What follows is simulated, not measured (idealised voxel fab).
process module | voxel air gaps
FYI the section here is cut, 285 nm wide, cells are 5 nm squares.
For the purposes of this document, a cross-section shall be understood as a grid of square cells, specified as bands listed in top-to-bottom order, each band consisting of one or more rows of cells. What a band's entry tells you: where the top is and where the bottom is, as heights in nm, and after that what lies inside, material by material from left to right, each with its width in nm. Empty space is written as the word "blank", and a single material marked with the word "full width" occupies the band from edge to edge. Heights are reckoned from 0. Under this level, the received wafer is all of one material. The bottommost band is open-ended downward, for example "0 nm and below". The width entry "30..40" should be interpreted row by row: the top row of cells in the band takes the first number, the bottom row takes the second number, and the change between adjacent rows is uniform throughout. Reading "remained the same" for a step: not a cell of the cross-section changed in it. "Catalogued sealed voids" lists enclosed empty spaces (at least 8 cells, no open path upward to the top), each as width x height at distance from the left edge, in nm. Post-settings text on a step line: simulator's own remark regarding the step. "overlay nm", when on a step's line for a step with a mask, measures how far to the right of its planned place the mask lay; a negative measure means to the left.

### plan
step 1: RECEIVE,material Si
step 2: CONFORMAL_DEP,material SiO2,thk nm 15
step 3: CONFORMAL_DEP,material SiN,thk nm 5
step 4: DIRECTIONAL_DEP,material SiO2,thk nm 35
step 5: PATTERN,tone open,mask id LINES,material resist,width nm 25,pitch nm 50,thk nm 20,overlay nm 0
step 6: DIRECTIONAL_ETCH,etch materials SiO2,depth nm 35
step 7: STRIP,etch materials resist
step 8: CONFORMAL_DEP,material TiN,thk nm 5
step 9: FILL_DEP,material W,thk nm 5
step 10: CMP,height nm 55
step 11: EPI,material Ru,thk nm 10
step 12: SELECTIVE_ETCH,etch materials SiO2,depth nm 45
step 13: CONFORMAL_DEP,material SiCN,thk nm 5
Heads up: all these wafers start the same, and what changes between them is the thk nm in step 3. The value you see in the plan is just what the first wafer got.

### The first of several wafers, as received after step 1, seen in section
	0 nm and below  Si full width
	Catalogued sealed voids: none

### Shown in cross-section: the first of several wafers at the end of the module, after its last step, step 13
	70 nm to 65 nm  blank 65  SiCN 155  blank 65
	65 nm to 55 nm  blank 65  SiCN 5  Ru 45  SiCN 5  Ru 45  SiCN 5  Ru 45  SiCN 5  blank 65
	55 nm to 50 nm  blank 65  SiCN 15  TiN 5  W 15  TiN 5  SiCN 25  TiN 5  W 15  TiN 5  SiCN 25  TiN 5  W 15  TiN 5  SiCN 15  blank 65
	50 nm to 25 nm  blank 75  SiCN 5  TiN 5  W 15  TiN 5  SiCN 5  blank 15  SiCN 5  TiN 5  W 15  TiN 5  SiCN 5  blank 15  SiCN 5  TiN 5  W 15  TiN 5  SiCN 5  blank 75
	25 nm to 20 nm  SiCN 80  TiN 25  SiCN 25  TiN 25  SiCN 25  TiN 25  SiCN 80
	20 nm to 15 nm  SiN full width
	15 nm to 0 nm  SiO2 full width
	0 nm and below  Si full width
	Catalogued sealed voids: 15 x 25 at 110; 15 x 25 at 160

### Wafer cross-section (last wafer, module end)
	70 nm to 65 nm  blank 65  SiCN 155  blank 65
	65 nm to 55 nm  blank 65  SiCN 5  Ru 45  SiCN 5  Ru 45  SiCN 5  Ru 45  SiCN 5  blank 65
	55 nm to 50 nm  blank 65  SiCN 15  TiN 5  W 15  TiN 5  SiCN 25  TiN 5  W 15  TiN 5  SiCN 25  TiN 5  W 15  TiN 5  SiCN 15  blank 65
	50 nm to 40 nm  blank 75  SiCN 5  TiN 5  W 15  TiN 5  SiCN 5  blank 15  SiCN 5  TiN 5  W 15  TiN 5  SiCN 5  blank 15  SiCN 5  TiN 5  W 15  TiN 5  SiCN 5  blank 75
	40 nm to 35 nm  SiCN 80  TiN 25  SiCN 25  TiN 25  SiCN 25  TiN 25  SiCN 80
	35 nm to 15 nm  SiN full width
	15 nm to 0 nm  SiO2 full width
	0 nm and below  Si full width
	Catalogued sealed voids: none

### For your reference, the table is organized with a row per wafer; each row reflects the wafer at the end of the module, indicating for each material the cells gained (+) or lost (-) since receipt, and thereafter its closed voids
thk nm 5 | +54 Ru | +127 SiCN | +57 SiN | +171 SiO2 | +51 TiN | +54 W | Catalogued sealed voids: 15 x 25 at 110; 15 x 25 at 160
thk nm 10 | +54 Ru | +121 SiCN | +114 SiN | +171 SiO2 | +45 TiN | +45 W | Catalogued sealed voids: 15 x 20 at 110; 15 x 20 at 160
thk nm 15 | +54 Ru | +115 SiCN | +171 SiN | +171 SiO2 | +39 TiN | +36 W | Catalogued sealed voids: 15 x 15 at 110; 15 x 15 at 160
thk nm 20 | +54 Ru | +109 SiCN | +228 SiN | +171 SiO2 | +33 TiN | +27 W | Catalogued sealed voids: none
